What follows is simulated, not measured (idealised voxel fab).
Title: Process Module voxel wiring stack
cross-section cut | 195 nm wide | cells 5 nm
In what follows, cross-sections appear as grids of square cells, described through bands that run from the top down, where every band is one or more rows of cells.
Look at the band entry: it leads with the top's height and the bottom's height in nm. Then it lists the materials left to right, with a width in nm for each. The word "throughout" on a single material says that material fills the band edge to edge. The word "air" is empty space.
Beneath 0, the wafer as received is one material, and that level is where height counting begins. The lowest band goes on downward without a bottom; it is written like "z 0 and below".
Width spec "30..40" -> top row of cells at first value, bottom row at second value, equal per-row change in between.
Key: "no change occurred" - step with no changed cell in the cross-section.
Under "Trapped void list" you'll find the enclosed gaps, the ones with no way out to the top, that are 8 cells or bigger; each reads width x height at distance, with distance counted from the left edge, everything in nm.
Anything after a step's settings on that line? It's the simulator's own note about the step.
For masked steps, "overlay nm" on the step line gives how far right of plan the mask actually lay; a minus sign means it lay to the left.
-- Process steps foreseen in the plan
1,RECEIVE,material Si
2,CONFORMAL_DEP,material SiO2,thk nm 15
3,DIRECTIONAL_DEP,material TiN,thk nm 5
4,DIRECTIONAL_DEP,material W,thk nm 15
5,MASKED_ETCH,tone cover,mask id METAL_1,width nm 30,pitch nm 50,etch materials W,depth nm 15,overlay nm 0
6,MASKED_ETCH,tone cover,mask id METAL_1,width nm 30,pitch nm 50,etch materials TiN,depth nm 5,overlay nm 0
7,CONFORMAL_DEP,material SiN,thk nm 5
8,FILL_DEP,material SiO2,thk nm 5
9,CMP,height nm 35
10,CONFORMAL_DEP,material SiCN,thk nm 5
11,DIRECTIONAL_DEP,material SiO2,thk nm 10
12,MASKED_ETCH,tone open,mask id PLUG_1,width nm 15,pitch nm 50,etch materials SiO2,depth nm 10,overlay nm 0
13,MASKED_ETCH,tone open,mask id PLUG_1,width nm 15,pitch nm 50,etch materials SiCN,depth nm 5,overlay nm 0
14,EPI,material Ru,thk nm 10
15,EPI,material Ru,thk nm 5
16,CONFORMAL_DEP,material SiN,thk nm 5
17,DIRECTIONAL_DEP,material lowk,thk nm 20
18,DIRECTIONAL_DEP,material aC,thk nm 15
19,PATTERN,tone open,mask id METAL_2,material resist,width nm 30,pitch nm 50,thk nm 35,overlay nm 0
20,DIRECTIONAL_ETCH,etch materials aC,depth nm 15
21,STRIP,etch materials resist
22,DIRECTIONAL_ETCH,etch materials lowk,depth nm 20
23,DIRECTIONAL_ETCH,etch materials SiN,depth nm 5
24,STRIP,etch materials aC
25,CONFORMAL_DEP,material TiN,thk nm 5
26,FILL_DEP,material Cu,thk nm 10
27,CMP,height nm 75
28,EPI,material Ru,thk nm 5
29,FILL_DEP,material SiCN,thk nm 5
-- Shown in cross-section is the wafer as received, that is, as it stands after step 1
z 0 and below | Si throughout
Trapped void list: none
-- Cross-section taken at module completion on the first of two wafers; processed per the plan
z 85 to 80 | SiCN throughout
z 80 to 75 | SiCN: 25 / Ru: 40 / SiCN: 10 / Ru: 40 / SiCN: 10 / Ru: 40 / SiCN: 30
z 75 to 55 | lowk: 30 / TiN: 5 / Cu: 20 / TiN: 5 / lowk: 20 / TiN: 5 / Cu: 20 / TiN: 5 / lowk: 20 / TiN: 5 / Cu: 20 / TiN: 5 / lowk: 35
z 55 to 50 | SiN: 30 / TiN: 30 / SiN: 20 / TiN: 30 / SiN: 20 / TiN: 30 / SiN: 35
z 50 to 40 | SiO2: 30 / Ru: 15 / SiO2: 35 / Ru: 15 / SiO2: 35 / Ru: 15 / SiO2: 50
z 40 to 35 | SiCN: 30 / Ru: 15 / SiCN: 35 / Ru: 15 / SiCN: 35 / Ru: 15 / SiCN: 50
z 35 to 20 | SiO2: 25 / SiN: 5 / W: 30 / SiN: 5 / SiO2: 10 / SiN: 5 / W: 30 / SiN: 5 / SiO2: 10 / SiN: 5 / W: 30 / SiN: 5 / SiO2: 30
z 20 to 15 | SiN: 30 / TiN: 30 / SiN: 20 / TiN: 30 / SiN: 20 / TiN: 30 / SiN: 35
z 15 to 0 | SiO2 throughout
z 0 and below | Si throughout
Trapped void list: none
-- Cross-sectional image of the second wafer of the two following completion of the module. Starting state and process plan were the same as for the first wafer; one execution error occurred
z 85 to 80 | SiCN throughout
z 80 to 75 | SiCN: 25 / Ru: 40 / SiCN: 10 / Ru: 40 / SiCN: 10 / Ru: 40 / SiCN: 30
z 75 to 55 | lowk: 30 / TiN: 5 / Cu: 20 / TiN: 5 / lowk: 20 / TiN: 5 / Cu: 20 / TiN: 5 / lowk: 20 / TiN: 5 / Cu: 20 / TiN: 5 / lowk: 35
z 55 to 50 | SiN: 30 / TiN: 30 / SiN: 20 / TiN: 30 / SiN: 20 / TiN: 30 / SiN: 35
z 50 to 40 | SiO2: 30 / Ru: 15 / SiO2: 35 / Ru: 15 / SiO2: 35 / Ru: 15 / SiO2: 50
z 40 to 35 | SiCN: 30 / Ru: 15 / SiCN: 35 / Ru: 15 / SiCN: 35 / Ru: 15 / SiCN: 50
z 35 to 30 | SiN: 30 / TiN: 30 / SiN: 20 / TiN: 30 / SiN: 20 / TiN: 30 / SiN: 35
z 30 to 0 | SiO2 throughout
z 0 and below | Si throughout
Trapped void list: none
What was the processing mistake? step 2 of the plan was executed twice over
End of process, cell counts, second wafer against first, materials with more or fewer: -18 SiN, +72 SiO2, -54 W
